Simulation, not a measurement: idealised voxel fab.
The following process module bears the name voxel tone inversion.
Each square cell in cross-section cut measures 5 nm, and the section as a whole is 295 nm wide.
A cross-section is written here as square cells arranged in a grid, and it is given in bands from the top down, each band taking up one or more rows of cells.
Heights first: top, then bottom, in nm. Then materials, left to right, each with a width in nm. "all across" on a single material: fills the band edge to edge. "air": empty space.
For the purposes of this specification, 0 denotes the height below which the wafer in its as-received condition is composed wholly of one material, and the lowermost band, lacking a lower limit, extends downward without end, as expressed in "from 0 down".
With a width like "30->40", each row of cells in the band differs from the next by the same amount, the top row carrying the first number and the bottom row the second.
Step marked "no alteration"? Then no cell in the cross-section changed in it.
The entry titled "Cavities, closed" provides the empty spaces that have no open way to the top, restricted to those of 8 cells or more. Each is presented as width x height at distance, the distance being measured from the left edge, with all three in nm.
Note: text after step settings on the step line = simulator remark on that step.
A step line may carry the setting "overlay nm", which, for steps involving a mask, states the distance by which the mask lay to the right of its intended position; negative values denote displacement to the left.
-- Steps planned for the process
1 RECEIVE: material Si
2 CONFORMAL_DEP: material SiCN, thk nm 5
3 DIRECTIONAL_DEP: material aC, thk nm 25
4 PATTERN: tone cover, mask id POSTS, material resist, width nm 25, pitch nm 40, thk nm 35, overlay nm 0
5 DIRECTIONAL_ETCH: etch materials aC, depth nm 25
6 STRIP: etch materials resist
7 FILL_DEP: material lowk, thk nm 5
8 CMP: height nm 30
9 STRIP: etch materials aC
-- first wafer, as planned
-- This is the cross-section of the wafer as we received it, i.e. after step 1
> from 0 down: Si all across
> Cavities, closed: none
-- Cross-sectional representation of the wafer at the conclusion of step 2
> from 5 to 0: SiCN all across
> Lower than 0, everything is as it was.
-- Cross-sectional representation of the wafer at the conclusion of step 3
> from 30 to 5: aC all across
> Lower than 5, everything is as it was.
-- Cross-sectional representation of the wafer at the conclusion of step 4
> from 65 to 30: 75 air  25 resist  15 air  25 resist  15 air  25 resist  15 air  25 resist  75 air
> Lower than 30, everything is as it was.
-- Cross-sectional representation of the wafer at the conclusion of step 5
> from 40 to 30: 75 air  25 resist  15 air  25 resist  15 air  25 resist  15 air  25 resist  75 air
> from 30 to 5: 75 air  25 aC  15 air  25 aC  15 air  25 aC  15 air  25 aC  75 air
> Lower than 5, everything is as it was.
-- Cross-sectional representation of the wafer at the conclusion of step 6
> from 30 to 5: 75 air  25 aC  15 air  25 aC  15 air  25 aC  15 air  25 aC  75 air
> Lower than 5, everything is as it was.
-- Cross-sectional representation of the wafer at the conclusion of step 7
> from 35 to 30: lowk all across
> from 30 to 5: 75 lowk  25 aC  15 lowk  25 aC  15 lowk  25 aC  15 lowk  25 aC  75 lowk
> Lower than 5, everything is as it was.
-- Cross-sectional representation of the wafer at the conclusion of step 8
> from 30 to 5: 75 lowk  25 aC  15 lowk  25 aC  15 lowk  25 aC  15 lowk  25 aC  75 lowk
> Lower than 5, everything is as it was.
-- Cross-sectional representation of the wafer at the conclusion of step 9
> from 30 to 5: 75 lowk  25 air  15 lowk  25 air  15 lowk  25 air  15 lowk  25 air  75 lowk
> Lower than 5, everything is as it was.
-- Okay, second wafer. Nothing different at the start, nothing different in the plan, just one mistake somewhere in the running. As far as step 7, counting that step, it's the first wafer all over again
-- X-section, second wafer, when step 8 was due to finish
> from 30 to 5: 75 lowk  25 aC  15 lowk  25 aC  15 lowk  25 aC  15 lowk  25 aC  75 lowk
> Lower than 5, everything is as it was.
-- X-section, second wafer, when step 9 was due to finish
> from 30 to 5: 75 lowk  25 air  15 lowk  25 air  15 lowk  25 air  15 lowk  25 air  75 lowk
> Lower than 5, everything is as it was.
Deviation noted in wafer processing: step 8 of the plan was carried out twice
Same final cross-section on the two wafers, so the model's numbers don't move because of the mistake.
